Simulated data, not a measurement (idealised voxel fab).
Module name: voxel spacer lines (process module)
Section cut is 225 nm wide and gridded with 5 nm square cells.
Cross-section layout: square cells on a grid; listed as bands, top to bottom; a band spans one or more cell rows. What a band's entry tells you: where the top is and where the bottom is, as heights in nm, and after that what lies inside, material by material from left to right, each with its width in nm. Empty space is written as the word "blank", and a single material marked with the word "throughout" occupies the band from edge to edge. A quick word on heights: they are counted from 0, and under that level the wafer as it came to us is one material throughout. The lowest band is different from the rest in having no bottom; it simply continues downward, written as in "0 nm and below". The notation "30->40" denotes a width that varies across the rows of cells in the band, beginning at the first number in the top row, finishing at the second number in the bottom row, and changing by an identical amount from each row to the next. Take "left unchanged" at face value: in the step it is given for, the cross-section changed in none of its cells. This entry, "Closed void register", enumerates those empty regions of no fewer than 8 cells that possess no open connection to the top. Each region is reported in the form width x height at distance, the distance being taken from the left edge, with all three quantities expressed in nm. Anything after a step's settings on that line? It's the simulator's own note about the step. "overlay nm" on a masked step: distance the mask lay right of its planned place, negative for left.

This section lists the process steps that were planned
1 RECEIVE (material Si)
2 CONFORMAL_DEP (material Al2O3; thk nm 10)
3 DIRECTIONAL_DEP (material TiN; thk nm 10)
4 DIRECTIONAL_DEP (material polySi; thk nm 30)
5 PATTERN (tone cover; mask id MANDREL; material resist; width nm 25; pitch nm 70; thk nm 40; overlay nm 0)
6 DIRECTIONAL_ETCH (etch materials polySi; depth nm 30)
7 STRIP (etch materials resist)
8 CONFORMAL_DEP (material SiO2; thk nm 10)
9 DIRECTIONAL_ETCH (etch materials SiO2; depth nm 10)
10 STRIP (etch materials polySi)
11 DIRECTIONAL_ETCH (etch materials TiN; depth nm 10)
12 STRIP (etch materials SiO2)

So this is the incoming wafer in cross-section - it's already been through step 1
  0 nm and below = Si throughout
  Closed void register: none

Cross-section taken at module completion on the first of two wafers; processed per the plan
  20 nm to 10 nm = blank: 20  TiN: 10  blank: 25  TiN: 10  blank: 25  TiN: 10  blank: 25  TiN: 10  blank: 25  TiN: 10  blank: 25  TiN: 10  blank: 20
  10 nm to 0 nm = Al2O3 throughout
  0 nm and below = Si throughout
  Closed void register: none

Cross-sectional view of the second of two wafers upon completion of the module. This wafer shared its starting condition and process plan with the first; one error was made during its execution
  20 nm to 10 nm = blank: 30  TiN: 10  blank: 5  TiN: 10  blank: 45  TiN: 10  blank: 5  TiN: 10  blank: 45  TiN: 10  blank: 5  TiN: 10  blank: 30
  10 nm to 0 nm = Al2O3 throughout
  0 nm and below = Si throughout
  Closed void register: none
Heads up, the wafer didn't run the way we planned it: it should be noted that step 5 was executed with settings other than those planned, the operation and settings actually applied being PATTERN (tone open; mask id MANDREL; material resist; width nm 25; pitch nm 70; thk nm 40; overlay nm 0)
Cell counts per material: same on both final wafers. Positions: different.
